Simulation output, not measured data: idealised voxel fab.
Module name: voxel wiring stack (process module)
The cross-section on display is named cut; it measures 145 nm wide, and its cells are 5 nm squares.
Think of the cross-section as a grid of square cells. We describe it in bands, top to bottom, and each band covers one or more rows of those cells.
The band entry comprises the height of the band's top followed by the height of its bottom, expressed in nm, and subsequently the band's materials from left to right, each stated together with its width in nm. Where a single material is marked with the word "full width", that material fills the band from edge to edge. The word "empty" represents empty space.
Height 0 is the level under which the wafer as received is all one material. The lowest band goes on downwards, as in "top 0, no bottom".
Think of "30..40" as a width that walks from the first number to the second as you go down the band, top row to bottom row, taking equal-sized steps from row to row.
Step marked "same as before"? Then no cell in the cross-section changed in it.
"Enclosed void list" means: voids of 8 cells or more that are shut off from the top with no open way through. Written width x height at distance, distance from the left edge, in nm.
If you see something after the settings on a step's line, that's the simulator's own remark about that step.
overlay nm: right-of-plan distance of the mask on a masked step; negative values mean left-of-plan.

List of planned process steps
- 1: RECEIVE (material Si)
- 2: CONFORMAL_DEP (material SiO2; thk nm 15)
- 3: DIRECTIONAL_DEP (material TiN; thk nm 5)
- 4: DIRECTIONAL_DEP (material W; thk nm 15)
- 5: MASKED_ETCH (tone cover; mask id METAL_1; width nm 30; pitch nm 60; etch materials W; depth nm 15; overlay nm 0)
- 6: MASKED_ETCH (tone cover; mask id METAL_1; width nm 30; pitch nm 60; etch materials TiN; depth nm 5; overlay nm 0)
- 7: FILL_DEP (material SiO2; thk nm 5)
- 8: CMP (height nm 35)
- 9: CONFORMAL_DEP (material SiCN; thk nm 5)
- 10: DIRECTIONAL_DEP (material SiO2; thk nm 10)
- 11: MASKED_ETCH (tone open; mask id PLUG_1; width nm 15; etch materials SiO2; depth nm 10; overlay nm 0)
- 12: MASKED_ETCH (tone open; mask id PLUG_1; width nm 15; etch materials SiCN; depth nm 5; overlay nm 0)
- 13: CONFORMAL_DEP (material TiN; thk nm 5)
- 14: FILL_DEP (material Cu; thk nm 5)
- 15: CMP (height nm 50)
- 16: CONFORMAL_DEP (material SiN; thk nm 5)
- 17: DIRECTIONAL_DEP (material lowk; thk nm 15)
- 18: MASKED_ETCH (tone open; mask id METAL_2; width nm 30; pitch nm 60; etch materials lowk; depth nm 15; overlay nm 0)
- 19: MASKED_ETCH (tone open; mask id METAL_2; width nm 30; pitch nm 60; etch materials SiN; depth nm 5; overlay nm 0)
- 20: CONFORMAL_DEP (material TiN; thk nm 5)
- 21: FILL_DEP (material Cu; thk nm 10)
- 22: CMP (height nm 70)
- 23: CONFORMAL_DEP (material SiCN; thk nm 5)
- 24: DIRECTIONAL_DEP (material lowk; thk nm 30)
- 25: MASKED_ETCH (tone open; mask id METAL_3; width nm 30; pitch nm 60; etch materials lowk; depth nm 15; overlay nm 0)
- 26: MASKED_ETCH (tone open; mask id METAL_3_HOLES; width nm 15; etch materials lowk; depth nm 15; overlay nm 0)
- 27: MASKED_ETCH (tone open; mask id METAL_3_HOLES; width nm 15; etch materials SiCN; depth nm 5; overlay nm 0)
- 28: CONFORMAL_DEP (material TiN; thk nm 5)
- 29: FILL_DEP (material Cu; thk nm 10)
- 30: CMP (height nm 105)
- 31: CONFORMAL_DEP (material SiCN; thk nm 5)
- 32: DIRECTIONAL_DEP (material lowk; thk nm 10)
- 33: DIRECTIONAL_DEP (material aC; thk nm 15)
- 34: PATTERN (tone open; mask id PLUG_3; material resist; width nm 15; thk nm 30; overlay nm 0)
- 35: DIRECTIONAL_ETCH (etch materials aC; depth nm 15)
- 36: STRIP (etch materials resist)
- 37: DIRECTIONAL_ETCH (etch materials lowk; depth nm 10)
- 38: DIRECTIONAL_ETCH (etch materials SiCN; depth nm 5)
- 39: STRIP (etch materials aC)
- 40: EPI (material Ru; thk nm 10)
- 41: EPI (material Ru; thk nm 5)
- 42: DIRECTIONAL_DEP (material TiN; thk nm 5)
- 43: DIRECTIONAL_DEP (material W; thk nm 15)
- 44: PATTERN (tone cover; mask id METAL_4; material resist; width nm 30; pitch nm 60; thk nm 20; overlay nm 0)
- 45: DIRECTIONAL_ETCH (etch materials W; depth nm 15)
- 46: DIRECTIONAL_ETCH (etch materials TiN; depth nm 5)
- 47: STRIP (etch materials resist)
- 48: FILL_DEP (material SiO2; thk nm 5)
- 49: CMP (height nm 140)
- 50: CONFORMAL_DEP (material SiCN; thk nm 5)

Shown in cross-section is the wafer as received, that is, as it stands after step 1
top 0, no bottom: Si full width
Enclosed void list: none

End state of the module in cross-section, given the above starting point and plan and one mistake in execution
top 145, bottom 140: SiCN full width
top 140, bottom 125: SiO2=25 | W=30 | SiO2=30 | W=30 | SiO2=30
top 125, bottom 120: SiO2=25 | TiN=30 | SiO2=30 | TiN=30 | SiO2=30
top 120, bottom 110: lowk=25 | Ru=15 | lowk=105
top 110, bottom 105: SiCN=25 | Ru=15 | SiCN=105
top 105, bottom 95: lowk=25 | TiN=5 | Cu=20 | TiN=5 | lowk=30 | TiN=5 | Cu=20 | TiN=5 | lowk=30
top 95, bottom 90: lowk=25 | TiN=5 | Cu=5 | TiN=20 | lowk=30 | TiN=30 | lowk=30
top 90, bottom 75: lowk=25 | TiN=5 | Cu=5 | TiN=5 | lowk=105
top 75, bottom 70: SiCN=25 | TiN=15 | SiCN=105
top 70, bottom 55: lowk=25 | TiN=5 | Cu=20 | TiN=5 | lowk=30 | TiN=5 | Cu=20 | TiN=5 | lowk=30
top 55, bottom 50: SiN=25 | TiN=30 | SiN=30 | TiN=30 | SiN=30
top 50, bottom 45: SiO2=35 | TiN=5 | Cu=5 | TiN=5 | SiO2=95
top 45, bottom 40: SiO2=35 | TiN=15 | SiO2=95
top 40, bottom 35: SiCN=35 | TiN=5 | SiCN=105
top 35, bottom 20: SiO2=25 | W=30 | SiO2=30 | W=30 | SiO2=30
top 20, bottom 15: SiO2=25 | TiN=30 | SiO2=30 | TiN=30 | SiO2=30
top 15, bottom 0: SiO2 full width
top 0, no bottom: Si full width
Enclosed void list: none
Heads up, the wafer didn't run the way we planned it: heads up, step 11 didn't go per plan, it actually ran as MASKED_ETCH (tone open; mask id PLUG_1; width nm 15; etch materials SiO2; depth nm 10; overlay nm 10)
